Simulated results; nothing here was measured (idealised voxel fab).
Process module, titled voxel ribs on slabs
The cross-section shown here is cut; it is 255 nm wide and divided into square cells measuring 5 nm on a side.
In this document a cross-section is written as a grid of square cells. It is given as a series of bands, listed from the top down, and a band is one or more rows of cells.
Quick guide to a band line: top height, bottom height (nm) up front; then every material left to right with its width in nm. Only one material and it's marked "all across"? Then it fills the band edge to edge. And "blank" just means empty space.
Height reference: 0 = level under which incoming wafer is all one material. Lowest band: no bottom, runs on downward, e.g. "from 0 down".
When a width is written as two numbers, as in "30..40", the first number is the width in the top row of cells of the band and the second is the width in its bottom row, and the width changes by the same amount from each row to the next.
Where a step carries "all unchanged", the cross-section came out of it unchanged, cell for cell.
Reported under the label "Fully sealed voids" are the empty spaces having no open way to the top and comprising 8 cells or more; the notation for each is width x height at distance, in which the distance is measured from the left edge and all three values are in nm.
Note: text after step settings on the step line = simulator remark on that step.
overlay nm: for a step with a mask, the amount by which the mask lay right of where it was planned; a negative amount means left of it.
## Listed below are the process steps as planned
- 1: op RECEIVE | material Si
- 2: op DIRECTIONAL_DEP | material SiO2 | thk nm 30
- 3: op DIRECTIONAL_DEP | material polySi | thk nm 15
- 4: op MASKED_ETCH | tone cover | mask id RIB | width nm 20 | etch materials polySi | depth nm 10 | overlay nm 0
- 5: op DIRECTIONAL_DEP | material aC | thk nm 10
- 6: op PATTERN | tone cover | mask id SLAB | material resist | width nm 80 | thk nm 25 | overlay nm 0
- 7: op DIRECTIONAL_ETCH | etch materials aC | depth nm 10
- 8: op STRIP | etch materials resist
- 9: op DIRECTIONAL_ETCH | etch materials polySi | depth nm 5
- 10: op STRIP | etch materials aC
- 11: op FILL_DEP | material SiO2 | thk nm 20
- 12: op CMP | height nm 60
- 13: op DIRECTIONAL_DEP | material W | thk nm 10
- 14: op DIRECTIONAL_DEP | material aC | thk nm 15
- 15: op PATTERN | tone cover | mask id HEATER | material resist | width nm 30 | thk nm 30 | overlay nm 0
- 16: op DIRECTIONAL_ETCH | etch materials aC | depth nm 15
- 17: op STRIP | etch materials resist
- 18: op DIRECTIONAL_ETCH | etch materials W | depth nm 10
- 19: op STRIP | etch materials aC
- 20: op CONFORMAL_DEP | material SiO2 | thk nm 10
## As-received state of the wafer in cross-section, equivalent to post-step 1
    from 0 down = Si all across
    Fully sealed voids: none
## End state of the module in cross-section, given the above starting point and plan and one mistake in execution
    from 80 to 70 = blank: 100; SiO2: 50; blank: 105
    from 70 to 60 = SiO2: 110; W: 30; SiO2: 115
    from 60 to 45 = SiO2 all across
    from 45 to 35 = SiO2: 115; polySi: 20; SiO2: 120
    from 35 to 30 = SiO2: 80; polySi: 80; SiO2: 95
    from 30 to 0 = SiO2 all across
    from 0 down = Si all across
    Fully sealed voids: none
Where did the run depart from the plan? step 6 ran as: op PATTERN | tone cover | mask id SLAB | material resist | width nm 80 | thk nm 25 | overlay nm -5
